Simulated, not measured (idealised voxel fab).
Documented hereafter: the process module known as voxel transistor to metal.
It is cross-section cut that appears here, measuring 265 nm in width, its square cells being 5 nm in size.
In this document a cross-section is written as a grid of square cells. It is given as a series of bands, listed from the top down, and a band is one or more rows of cells. Band: top and bottom heights (nm) first, top before bottom; then materials from left to right, widths in nm. "throughout" marks a sole material filling the band edge to edge. "air" denotes empty space. Beneath 0, the wafer as received is one material, and that level is where height counting begins. The lowest band goes on downward without a bottom; it is written like "z 0 and below". It should be noted that a width expressed as "30 to 40" varies in equal increments from row to row of cells within the band, taking the value of the first number at the top row and that of the second number at the bottom row. When a step is marked "no alteration", none of the cells in the cross-section changed during that step. For the entry "Fully enclosed voids", the listed items are empty spaces with no open way to the top whose size is 8 cells or more; each item follows the pattern width x height at distance, where distance is from the left edge and all three are in nm. What comes after the settings on a step's line is commentary from the simulator itself on that step. On any step carrying a mask, the "overlay nm" setting, if present on the step's line, tells how far right of its planned place the mask lay; negative values point to the left.
### Steps in the process plan
step 1: RECEIVE [material Si]
step 2: CONFORMAL_DEP [material SiO2] [thk nm 5]
step 3: CONFORMAL_DEP [material SiN] [thk nm 10]
step 4: DIRECTIONAL_DEP [material aC] [thk nm 10]
step 5: PATTERN [tone cover] [mask id ACTIVE] [material resist] [width nm 105] [pitch nm 125] [thk nm 30] [overlay nm 0]
step 6: DIRECTIONAL_ETCH [etch materials aC] [depth nm 10]
step 7: STRIP [etch materials resist]
step 8: DIRECTIONAL_ETCH [etch materials SiN] [depth nm 10]
step 9: DIRECTIONAL_ETCH [etch materials SiO2] [depth nm 5]
step 10: DIRECTIONAL_ETCH [etch materials Si] [depth nm 35]
step 11: STRIP [etch materials aC]
step 12: FILL_DEP [material SiO2] [thk nm 10]
step 13: CMP [height nm 15]
step 14: SELECTIVE_ETCH [etch materials SiO2] [depth nm 5]
step 15: STRIP [etch materials SiN]
step 16: SELECTIVE_ETCH [etch materials SiO2] [depth nm 5]
step 17: OXIDIZE [depth nm 5]
step 18: DIRECTIONAL_DEP [material polySi] [thk nm 25]
step 19: DIRECTIONAL_DEP [material SiCN] [thk nm 15]
step 20: MASKED_ETCH [tone cover] [mask id GATE] [width nm 25] [pitch nm 125] [etch materials SiCN] [depth nm 25] [overlay nm 0]
step 21: MASKED_ETCH [tone cover] [mask id GATE] [width nm 25] [pitch nm 125] [etch materials polySi] [depth nm 35] [overlay nm 0]
step 22: CONFORMAL_DEP [material SiN] [thk nm 5]
step 23: DIRECTIONAL_ETCH [etch materials SiN] [depth nm 5]
step 24: DIRECTIONAL_ETCH [etch materials SiO2] [depth nm 5]
step 25: EPI [material nSi] [thk nm 5]
step 26: FILL_DEP [material SiO2] [thk nm 10]
step 27: CMP [height nm 25]
step 28: STRIP [etch materials polySi]
step 29: SELECTIVE_ETCH [etch materials SiO2] [depth nm 5]
step 30: CONFORMAL_DEP [material HfO2] [thk nm 5]
step 31: CONFORMAL_DEP [material TiN] [thk nm 5]
step 32: FILL_DEP [material W] [thk nm 10]
step 33: CMP [height nm 20]
step 34: DIRECTIONAL_DEP [material SiO2] [thk nm 10]
step 35: PATTERN [tone open] [mask id CONTACT] [material resist] [width nm 15] [thk nm 20] [overlay nm 0]
step 36: DIRECTIONAL_ETCH [etch materials SiO2] [depth nm 30]
step 37: STRIP [etch materials resist]
step 38: CONFORMAL_DEP [material TiN] [thk nm 5]
step 39: FILL_DEP [material Ru] [thk nm 10]
step 40: CMP [height nm 30]
step 41: CONFORMAL_DEP [material SiN] [thk nm 5]
step 42: DIRECTIONAL_DEP [material lowk] [thk nm 15]
step 43: PATTERN [tone open] [mask id METAL_1] [material resist] [width nm 15] [thk nm 15] [overlay nm 0]
step 44: DIRECTIONAL_ETCH [etch materials lowk] [depth nm 15]
step 45: DIRECTIONAL_ETCH [etch materials SiN] [depth nm 5]
step 46: STRIP [etch materials resist]
step 47: CONFORMAL_DEP [material TiN] [thk nm 5]
step 48: FILL_DEP [material Cu] [thk nm 5]
step 49: CMP [height nm 50]
step 50: EPI [material Ru] [thk nm 5]
step 51: FILL_DEP [material SiCN] [thk nm 5]
### Wafer as received: cross-section following step 1
* z 0 and below: Si throughout
* Fully enclosed voids: none
### The first of the two wafers as seen in cross-section once the module was finished; processing followed the plan
* z 60 to 55: SiCN throughout
* z 55 to 50: SiCN 20 nm, then Ru 25 nm, then SiCN 45 nm, then Ru 25 nm, then SiCN 30 nm, then Ru 25 nm, then SiCN 45 nm, then Ru 25 nm, then SiCN 25 nm
* z 50 to 35: lowk 25 nm, then TiN 5 nm, then Cu 5 nm, then TiN 5 nm, then lowk 55 nm, then TiN 5 nm, then Cu 5 nm, then TiN 5 nm, then lowk 40 nm, then TiN 5 nm, then Cu 5 nm, then TiN 5 nm, then lowk 55 nm, then TiN 5 nm, then Cu 5 nm, then TiN 5 nm, then lowk 30 nm
* z 35 to 30: SiN 25 nm, then TiN 15 nm, then SiN 55 nm, then TiN 15 nm, then SiN 40 nm, then TiN 15 nm, then SiN 55 nm, then TiN 15 nm, then SiN 30 nm
* z 30 to 20: SiO2 25 nm, then TiN 5 nm, then Ru 5 nm, then TiN 5 nm, then SiO2 55 nm, then TiN 5 nm, then Ru 5 nm, then TiN 5 nm, then SiO2 40 nm, then TiN 5 nm, then Ru 5 nm, then TiN 5 nm, then SiO2 55 nm, then TiN 5 nm, then Ru 5 nm, then TiN 5 nm, then SiO2 30 nm
* z 20 to 5: SiO2 25 nm, then TiN 5 nm, then Ru 5 nm, then TiN 5 nm, then SiO2 10 nm, then SiN 5 nm, then HfO2 5 nm, then TiN 5 nm, then W 5 nm, then TiN 5 nm, then HfO2 5 nm, then SiN 5 nm, then SiO2 10 nm, then TiN 5 nm, then Ru 5 nm, then TiN 5 nm, then SiO2 40 nm, then TiN 5 nm, then Ru 5 nm, then TiN 5 nm, then SiO2 10 nm, then SiN 5 nm, then HfO2 5 nm, then TiN 5 nm, then W 5 nm, then TiN 5 nm, then HfO2 5 nm, then SiN 5 nm, then SiO2 10 nm, then TiN 5 nm, then Ru 5 nm, then TiN 5 nm, then SiO2 30 nm
* z 5 to 0: SiO2 10 nm, then SiN 5 nm, then SiO2 10 nm, then TiN 15 nm, then SiO2 10 nm, then SiN 5 nm, then HfO2 5 nm, then TiN 15 nm, then HfO2 5 nm, then SiN 5 nm, then SiO2 10 nm, then TiN 15 nm, then SiO2 10 nm, then SiN 5 nm, then SiO2 10 nm, then SiN 5 nm, then SiO2 10 nm, then TiN 15 nm, then SiO2 10 nm, then SiN 5 nm, then HfO2 5 nm, then TiN 15 nm, then HfO2 5 nm, then SiN 5 nm, then SiO2 10 nm, then TiN 15 nm, then SiO2 10 nm, then SiN 5 nm, then SiO2 15 nm
* z 0 to -5: SiO2 15 nm, then nSi 35 nm, then HfO2 35 nm, then nSi 35 nm, then SiO2 20 nm, then nSi 35 nm, then HfO2 35 nm, then nSi 35 nm, then SiO2 20 nm
* z -5 to -35: SiO2 15 nm, then Si 105 nm, then SiO2 20 nm, then Si 105 nm, then SiO2 20 nm
* z -35 and below: Si throughout
* Fully enclosed voids: none
### Module end: cross-section of wafer two of two. Same start and process plan as the first wafer. One mistake during execution
* z 60 to 55: SiCN throughout
* z 55 to 50: SiCN 20 nm, then Ru 25 nm, then SiCN 45 nm, then Ru 25 nm, then SiCN 30 nm, then Ru 25 nm, then SiCN 45 nm, then Ru 25 nm, then SiCN 25 nm
* z 50 to 35: lowk 25 nm, then TiN 5 nm, then Cu 5 nm, then TiN 5 nm, then lowk 55 nm, then TiN 5 nm, then Cu 5 nm, then TiN 5 nm, then lowk 40 nm, then TiN 5 nm, then Cu 5 nm, then TiN 5 nm, then lowk 55 nm, then TiN 5 nm, then Cu 5 nm, then TiN 5 nm, then lowk 30 nm
* z 35 to 30: SiN 25 nm, then TiN 15 nm, then SiN 55 nm, then TiN 15 nm, then SiN 40 nm, then TiN 15 nm, then SiN 55 nm, then TiN 15 nm, then SiN 30 nm
* z 30 to 20: SiO2 25 nm, then TiN 5 nm, then Ru 5 nm, then TiN 5 nm, then SiO2 55 nm, then TiN 5 nm, then Ru 5 nm, then TiN 5 nm, then SiO2 40 nm, then TiN 5 nm, then Ru 5 nm, then TiN 5 nm, then SiO2 55 nm, then TiN 5 nm, then Ru 5 nm, then TiN 5 nm, then SiO2 30 nm
* z 20 to 5: SiO2 25 nm, then TiN 5 nm, then Ru 5 nm, then TiN 5 nm, then SiO2 10 nm, then SiN 5 nm, then TiN 5 nm, then W 15 nm, then TiN 5 nm, then SiN 5 nm, then SiO2 10 nm, then TiN 5 nm, then Ru 5 nm, then TiN 5 nm, then SiO2 40 nm, then TiN 5 nm, then Ru 5 nm, then TiN 5 nm, then SiO2 10 nm, then SiN 5 nm, then TiN 5 nm, then W 15 nm, then TiN 5 nm, then SiN 5 nm, then SiO2 10 nm, then TiN 5 nm, then Ru 5 nm, then TiN 5 nm, then SiO2 30 nm
* z 5 to 0: SiO2 10 nm, then SiN 5 nm, then SiO2 10 nm, then TiN 15 nm, then SiO2 10 nm, then SiN 5 nm, then TiN 5 nm, then W 15 nm, then TiN 5 nm, then SiN 5 nm, then SiO2 10 nm, then TiN 15 nm, then SiO2 10 nm, then SiN 5 nm, then SiO2 10 nm, then SiN 5 nm, then SiO2 10 nm, then TiN 15 nm, then SiO2 10 nm, then SiN 5 nm, then TiN 5 nm, then W 15 nm, then TiN 5 nm, then SiN 5 nm, then SiO2 10 nm, then TiN 15 nm, then SiO2 10 nm, then SiN 5 nm, then SiO2 15 nm
* z 0 to -5: SiO2 15 nm, then nSi 35 nm, then TiN 35 nm, then nSi 35 nm, then SiO2 20 nm, then nSi 35 nm, then TiN 35 nm, then nSi 35 nm, then SiO2 20 nm
* z -5 to -35: SiO2 15 nm, then Si 105 nm, then SiO2 20 nm, then Si 105 nm, then SiO2 20 nm
* z -35 and below: Si throughout
* Fully enclosed voids: none
Misprocessing identified: it should be noted that step 30 of the plan was omitted and was not performed
Looking at both finished wafers in cells, the second ends up ahead of or behind the first on some materials: -30 HfO2; +12 TiN; +18 W
